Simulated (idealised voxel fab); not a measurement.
This section sets out a process module, namely voxel ribs on slabs.
Displayed cross-section: cut, width of 175 nm, square cells sized 5 nm.
Bands, listed from the top down, are how a cross-section gets written in this document; the cross-section itself is a grid of square cells, and a band is one or more rows of them. For a band, the entry starts with two heights in nm, that of the top and then that of the bottom, and carries on with the band's materials in order from left to right, each alongside its width in nm; the word "throughout" beside a single material means it fills the band edge to edge, and "air" means empty space. Height datum 0, below which the as-received substrate wafer is one material. Lowest band open at the bottom, running downward: "z 0 and below". It should be noted that a width expressed as "30->40" varies in equal increments from row to row of cells within the band, taking the value of the first number at the top row and that of the second number at the bottom row. The cross-section has no changed cell in any step marked "nothing different". Closed-off voids of 8+ cells (no open route to the top) go in "Enclosed void listing", written width x height at distance from the left edge, in nm. On a step's line, text after the settings is the simulator commenting on that step. You can add "overlay nm" to a step's line. For a step with a mask, it describes how far the mask lay to the right of its planned position, and a negative number describes a lay to the left.

# plan
1) RECEIVE with material Si
2) DIRECTIONAL_DEP with material SiO2, thk nm 25
3) DIRECTIONAL_DEP with material SiN, thk nm 25
4) DIRECTIONAL_DEP with material aC, thk nm 10
5) PATTERN with tone cover, mask id RIB, material resist, width nm 25, thk nm 25, overlay nm 0
6) DIRECTIONAL_ETCH with etch materials aC, depth nm 10
7) STRIP with etch materials resist
8) DIRECTIONAL_ETCH with etch materials SiN, depth nm 20
9) STRIP with etch materials aC
10) PATTERN with tone cover, mask id SLAB, material resist, width nm 65, thk nm 20, overlay nm 0
11) DIRECTIONAL_ETCH with etch materials SiN, depth nm 5
12) STRIP with etch materials resist
13) FILL_DEP with material SiO2, thk nm 25
14) CMP with height nm 65
15) DIRECTIONAL_DEP with material TiN, thk nm 5
16) PATTERN with tone cover, mask id HEATER, material resist, width nm 35, thk nm 15, overlay nm 0
17) DIRECTIONAL_ETCH with etch materials TiN, depth nm 5
18) STRIP with etch materials resist
19) CONFORMAL_DEP with material SiN, thk nm 5

# Here's what the wafer looked like in cross-section when it arrived - that's after step 1
z 0 and below  Si throughout
Enclosed void listing: none

# The plan above was carried out on the starting structure above with one mistake, and this cross-section shows the wafer at the end of the module
z 75 to 70  65 of air  45 of SiN  65 of air
z 70 to 65  70 of SiN  35 of TiN  70 of SiN
z 65 to 55  75 of SiO2  25 of SiN  75 of SiO2
z 55 to 50  55 of SiO2  65 of SiN  55 of SiO2
z 50 to 0  SiO2 throughout
z 0 and below  Si throughout
Enclosed void listing: none
In executing the process, a mistake was made relative to the plan: step 2 was run twice
